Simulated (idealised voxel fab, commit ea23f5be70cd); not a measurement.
Name of the process module below: voxel spacer lines
The width of the displayed cross-section, cut, is 250 nm; its cells are square, with a size of 5 nm.
When this document writes out a cross-section, it uses a grid of square cells and lists it as bands, beginning at the top and moving down, with a band standing for one or more rows of cells.
Top, bottom (nm), then materials left to right with widths (nm); lone material tagged "edge to edge" fills the whole band edge to edge; "blank" = empty space.
Heights are measured from 0, the level below which the as-received wafer is all one material; the lowest band has no bottom and continues downward, written as in "0 and below".
It should be noted that a width expressed as "30->40" varies in equal increments from row to row of cells within the band, taking the value of the first number at the top row and that of the second number at the bottom row.
The cross-section has no changed cell in any step marked "nothing was modified".
For the entry "Enclosed void catalog", the listed items are empty spaces with no open way to the top whose size is 8 cells or more; each item follows the pattern width x height at distance, where distance is from the left edge and all three are in nm.
That trailing text on a step's line, after the settings, is the simulator's own remark on the step.
overlay nm: for a step with a mask, the amount by which the mask lay right of where it was planned; a negative amount means left of it.

-- Planned step list for the process
1. RECEIVE with material Si
2. CONFORMAL_DEP with material SiO2, thk nm 10
3. DIRECTIONAL_DEP with material TiN, thk nm 15
4. DIRECTIONAL_DEP with material aC, thk nm 30
5. PATTERN with tone cover, mask id MANDREL, material resist, width nm 25, pitch nm 80, thk nm 35, overlay nm 0
6. DIRECTIONAL_ETCH with etch materials aC, depth nm 30
7. STRIP with etch materials resist
8. CONFORMAL_DEP with material SiN, thk nm 15
9. DIRECTIONAL_ETCH with etch materials SiN, depth nm 15
10. STRIP with etch materials aC
11. DIRECTIONAL_ETCH with etch materials TiN, depth nm 15
12. STRIP with etch materials SiN

-- Wafer as received: cross-section following step 1
	0 and below: Si edge to edge
	Enclosed void catalog: none

-- Wafer cross-section at module end: first of two, run to plan
	25 down to 10: blank 55 nm; TiN 15 nm; blank 25 nm; TiN 15 nm; blank 25 nm; TiN 15 nm; blank 25 nm; TiN 15 nm; blank 60 nm
	10 down to 0: SiO2 edge to edge
	0 and below: Si edge to edge
	Enclosed void catalog: none

-- This is the second of the two wafers, cross-sectioned at the end of the module; it started exactly like the first and was given the same plan, but it was run with one mistake
	70 down to 55: blank 55 nm; SiO2 55 nm; blank 25 nm; SiO2 55 nm; blank 60 nm
	55 down to 40: blank 55 nm; SiO2 15 nm; aC 25 nm; SiO2 15 nm; blank 25 nm; SiO2 15 nm; aC 25 nm; SiO2 15 nm; blank 60 nm
	40 down to 25: SiO2 70 nm; aC 25 nm; SiO2 55 nm; aC 25 nm; SiO2 75 nm
	25 down to 10: TiN edge to edge
	10 down to 0: SiO2 edge to edge
	0 and below: Si edge to edge
	Enclosed void catalog: none
Deviation noted in wafer processing: step 8, actual vs plan mismatch, actual run CONFORMAL_DEP with material SiO2, thk nm 15
In the final state, the cell counts of the second wafer exceed or fall short of those of the first for the following materials: 222 more of SiO2 | 114 more of TiN | 60 more of aC
